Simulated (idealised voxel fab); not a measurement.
process module | voxel capacitor over wiring
cross-section cut | 270 nm wide | cells 5 nm
A cross-section is a grid of square cells, given in bands from the top down. A band is one or more rows of cells.
Each band's line starts with the height of the band's top and of its bottom, in nm. Then come its materials from left to right, each with its width in nm. One material with "throughout" fills the band from edge to edge. "air" is empty space.
Height 0 is the level under which the wafer as received is all one material. The lowest band goes on downwards, as in "0 down".
A width such as "30 to 40" changes by the same amount from each row of cells to the next, from the band's top row to its bottom row.
"no change" after a step means that no cell of the cross-section changed.
closed voids: empty space of 8 cells or more with no open way to the top, each as width x height at its distance from the left edge, in nm
after a step's settings: what the simulator itself notes on the step
overlay nm, on a step with a mask: how far to the right of its planned place the mask lay; to the left if negative
plan
1 op RECEIVE | material Si
2 op CONFORMAL_DEP | material SiO2 | thk nm 10
3 op CONFORMAL_DEP | material SiN | thk nm 5
4 op DIRECTIONAL_DEP | material SiO2 | thk nm 15
5 op PATTERN | tone open | mask id METAL_1 | material resist | width nm 20 | pitch nm 80 | thk nm 15 | overlay nm 0
6 op DIRECTIONAL_ETCH | etch materials SiO2 | depth nm 15
7 op DIRECTIONAL_ETCH | etch materials SiN | depth nm 5
8 op STRIP | etch materials resist
9 op CONFORMAL_DEP | material TiN | thk nm 5
10 op FILL_DEP | material Cu | thk nm 5
11 op CMP | height nm 30
12 op CONFORMAL_DEP | material SiCN | thk nm 5
13 op DIRECTIONAL_DEP | material SiO2 | thk nm 10
14 op DIRECTIONAL_DEP | material aC | thk nm 10
15 op PATTERN | tone open | mask id PLUG_1 | material resist | width nm 15 | thk nm 30 | overlay nm 0
16 op DIRECTIONAL_ETCH | etch materials aC | depth nm 10
17 op STRIP | etch materials resist
18 op DIRECTIONAL_ETCH | etch materials SiO2 | depth nm 10
19 op DIRECTIONAL_ETCH | etch materials SiCN | depth nm 5
20 op STRIP | etch materials aC
21 op EPI | material Ru | thk nm 10
22 op EPI | material Ru | thk nm 5
23 op DIRECTIONAL_DEP | material TiN | thk nm 5
24 op DIRECTIONAL_DEP | material SiN | thk nm 5
25 op DIRECTIONAL_DEP | material TiN | thk nm 10
26 op MASKED_ETCH | tone cover | mask id UPPER_PLATE | width nm 65 | etch materials TiN | depth nm 10 | overlay nm 0
27 op MASKED_ETCH | tone cover | mask id UPPER_PLATE | width nm 65 | etch materials SiN | depth nm 5 | overlay nm 0
28 op MASKED_ETCH | tone cover | mask id LOWER_PLATE | width nm 75 | etch materials TiN | depth nm 5 | overlay nm 0
29 op FILL_DEP | material SiO2 | thk nm 20
30 op CMP | height nm 80
31 op PATTERN | tone open | mask id PLUG_2 | material resist | width nm 15 | thk nm 20 | overlay nm 0
32 op DIRECTIONAL_ETCH | etch materials SiO2 | depth nm 15
33 op STRIP | etch materials resist
34 op CONFORMAL_DEP | material TiN | thk nm 5
35 op FILL_DEP | material W | thk nm 10
36 op CMP | height nm 80
37 op CONFORMAL_DEP | material SiCN | thk nm 5
first wafer, as planned
as received, after step 1
  0 down: Si throughout
  closed voids: none
after step 2
  10 to 0: SiO2 throughout
  below 0: unchanged
after step 3
  15 to 10: SiN throughout
  below 10: unchanged
after step 4
  30 to 15: SiO2 throughout
  below 15: unchanged
after step 5
  45 to 30: resist 85 | air 20 | resist 60 | air 20 | resist 85
  below 30: unchanged
after step 6
  45 to 30: resist 85 | air 20 | resist 60 | air 20 | resist 85
  30 to 15: SiO2 85 | air 20 | SiO2 60 | air 20 | SiO2 85
  below 15: unchanged
after step 7
  45 to 30: resist 85 | air 20 | resist 60 | air 20 | resist 85
  30 to 15: SiO2 85 | air 20 | SiO2 60 | air 20 | SiO2 85
  15 to 10: SiN 85 | air 20 | SiN 60 | air 20 | SiN 85
  below 10: unchanged
after step 8
  30 to 15: SiO2 85 | air 20 | SiO2 60 | air 20 | SiO2 85
  below 15: unchanged
after step 9
  35 to 30: TiN 90 | air 10 | TiN 70 | air 10 | TiN 90
  30 to 15: SiO2 85 | TiN 5 | air 10 | TiN 5 | SiO2 60 | TiN 5 | air 10 | TiN 5 | SiO2 85
  15 to 10: SiN 85 | TiN 20 | SiN 60 | TiN 20 | SiN 85
  below 10: unchanged
after step 10
  40 to 35: Cu throughout
  35 to 30: TiN 90 | Cu 10 | TiN 70 | Cu 10 | TiN 90
  30 to 15: SiO2 85 | TiN 5 | Cu 10 | TiN 5 | SiO2 60 | TiN 5 | Cu 10 | TiN 5 | SiO2 85
  below 15: unchanged
after step 11
  30 to 15: SiO2 85 | TiN 5 | Cu 10 | TiN 5 | SiO2 60 | TiN 5 | Cu 10 | TiN 5 | SiO2 85
  below 15: unchanged
after step 12
  35 to 30: SiCN throughout
  below 30: unchanged
after step 13
  45 to 35: SiO2 throughout
  below 35: unchanged
after step 14
  55 to 45: aC throughout
  below 45: unchanged
after step 15
  85 to 55: resist 90 | air 15 | resist 165
  below 55: unchanged
after step 16
  75 to 55: resist 90 | air 15 | resist 165
  55 to 45: aC 90 | air 15 | aC 165
  below 45: unchanged
after step 17
  55 to 45: aC 90 | air 15 | aC 165
  below 45: unchanged
after step 18
  55 to 45: aC 90 | air 15 | aC 165
  45 to 35: SiO2 90 | air 15 | SiO2 165
  below 35: unchanged
after step 19
  55 to 45: aC 90 | air 15 | aC 165
  45 to 35: SiO2 90 | air 15 | SiO2 165
  35 to 30: SiCN 90 | air 15 | SiCN 165
  below 30: unchanged
after step 20
  45 to 35: SiO2 90 | air 15 | SiO2 165
  below 35: unchanged
after step 21
  45 to 40: SiO2 90 | air 15 | SiO2 165
  40 to 35: SiO2 90 | Ru 15 | SiO2 165
  35 to 30: SiCN 90 | Ru 15 | SiCN 165
  below 30: unchanged
after step 22
  45 to 35: SiO2 90 | Ru 15 | SiO2 165
  below 35: unchanged
after step 23
  50 to 45: TiN throughout
  below 45: unchanged
after step 24
  55 to 50: SiN throughout
  below 50: unchanged
after step 25
  65 to 55: TiN throughout
  below 55: unchanged
after step 26
  65 to 55: air 90 | TiN 65 | air 115
  below 55: unchanged
after step 27
  65 to 55: air 90 | TiN 65 | air 115
  55 to 50: air 90 | SiN 65 | air 115
  below 50: unchanged
after step 28
  65 to 55: air 90 | TiN 65 | air 115
  55 to 50: air 90 | SiN 65 | air 115
  50 to 45: air 85 | TiN 75 | air 110
  below 45: unchanged
after step 29
  85 to 65: SiO2 throughout
  65 to 55: SiO2 90 | TiN 65 | SiO2 115
  55 to 50: SiO2 90 | SiN 65 | SiO2 115
  50 to 45: SiO2 85 | TiN 75 | SiO2 110
  below 45: unchanged
after step 30
  80 to 65: SiO2 throughout
  below 65: unchanged
after step 31
  100 to 80: resist 100 | air 15 | resist 155
  below 80: unchanged
after step 32
  100 to 80: resist 100 | air 15 | resist 155
  80 to 65: SiO2 100 | air 15 | SiO2 155
  below 65: unchanged
after step 33
  80 to 65: SiO2 100 | air 15 | SiO2 155
  below 65: unchanged
after step 34
  85 to 80: TiN 105 | air 5 | TiN 160
  80 to 70: SiO2 100 | TiN 5 | air 5 | TiN 5 | SiO2 155
  70 to 65: SiO2 100 | TiN 15 | SiO2 155
  below 65: unchanged
after step 35
  95 to 85: W throughout
  85 to 80: TiN 105 | W 5 | TiN 160
  80 to 70: SiO2 100 | TiN 5 | W 5 | TiN 5 | SiO2 155
  below 70: unchanged
after step 36
  80 to 70: SiO2 100 | TiN 5 | W 5 | TiN 5 | SiO2 155
  below 70: unchanged
after step 37
  85 to 80: SiCN throughout
  below 80: unchanged
second wafer: like start, like plan, one mistake. Through step 11 it matches the first wafer
when step 12 should have ended
  40 to 30: SiO2 throughout
  below 30: unchanged
when step 13 should have ended
  45 to 40: SiCN throughout
  below 40: unchanged
when step 14 should have ended
  55 to 45: aC throughout
  below 45: unchanged
when step 15 should have ended
  85 to 55: resist 90 | air 15 | resist 165
  below 55: unchanged
when step 16 should have ended
  75 to 55: resist 90 | air 15 | resist 165
  55 to 45: aC 90 | air 15 | aC 165
  below 45: unchanged
when step 17 should have ended
  55 to 45: aC 90 | air 15 | aC 165
  below 45: unchanged
when step 18 should have ended: no change
when step 19 should have ended
  55 to 45: aC 90 | air 15 | aC 165
  45 to 40: SiCN 90 | air 15 | SiCN 165
  below 40: unchanged
when step 20 should have ended
  45 to 40: SiCN 90 | air 15 | SiCN 165
  below 40: unchanged
when step 21 should have ended: no change
when step 22 should have ended: no change
when step 23 should have ended
  50 to 45: TiN 90 | air 15 | TiN 165
  45 to 40: SiCN 90 | TiN 15 | SiCN 165
  below 40: unchanged
when step 24 should have ended
  55 to 50: SiN 90 | air 15 | SiN 165
  50 to 45: TiN 90 | SiN 15 | TiN 165
  below 45: unchanged
when step 25 should have ended
  65 to 60: TiN 90 | air 15 | TiN 165
  60 to 55: TiN throughout
  55 to 50: SiN 90 | TiN 15 | SiN 165
  below 50: unchanged
when step 26 should have ended
  65 to 55: air 105 to 90 | TiN 50 to 65 | air 115
  below 55: unchanged
when step 27 should have ended
  65 to 55: air 105 to 90 | TiN 50 to 65 | air 115
  55 to 50: air 90 | TiN 15 | SiN 50 | air 115
  below 50: unchanged
when step 28 should have ended
  65 to 55: air 105 to 90 | TiN 50 to 65 | air 115
  55 to 50: air 90 | TiN 15 | SiN 50 | air 115
  50 to 45: air 85 | TiN 5 | SiN 15 | TiN 55 | air 110
  below 45: unchanged
when step 29 should have ended
  85 to 65: SiO2 throughout
  65 to 55: SiO2 105 to 90 | TiN 50 to 65 | SiO2 115
  55 to 50: SiO2 90 | TiN 15 | SiN 50 | SiO2 115
  50 to 45: SiO2 85 | TiN 5 | SiN 15 | TiN 55 | SiO2 110
  below 45: unchanged
when step 30 should have ended
  80 to 65: SiO2 throughout
  below 65: unchanged
when step 31 should have ended
  100 to 80: resist 100 | air 15 | resist 155
  below 80: unchanged
when step 32 should have ended
  100 to 80: resist 100 | air 15 | resist 155
  80 to 65: SiO2 100 | air 15 | SiO2 155
  below 65: unchanged
when step 33 should have ended
  80 to 65: SiO2 100 | air 15 | SiO2 155
  below 65: unchanged
when step 34 should have ended
  85 to 80: TiN 105 | air 5 | TiN 160
  80 to 70: SiO2 100 | TiN 5 | air 5 | TiN 5 | SiO2 155
  70 to 60: SiO2 100 to 105 | TiN 15 to 50 | SiO2 155 to 115
  below 60: unchanged
when step 35 should have ended
  95 to 85: W throughout
  85 to 80: TiN 105 | W 5 | TiN 160
  80 to 70: SiO2 100 | TiN 5 | W 5 | TiN 5 | SiO2 155
  below 70: unchanged
when step 36 should have ended
  80 to 70: SiO2 100 | TiN 5 | W 5 | TiN 5 | SiO2 155
  below 70: unchanged
when step 37 should have ended
  85 to 80: SiCN throughout
  below 80: unchanged
what went wrong: steps 12 and 13 were swapped
at the end the second wafer has, in cells: 9 fewer of Ru | 9 more of SiO2
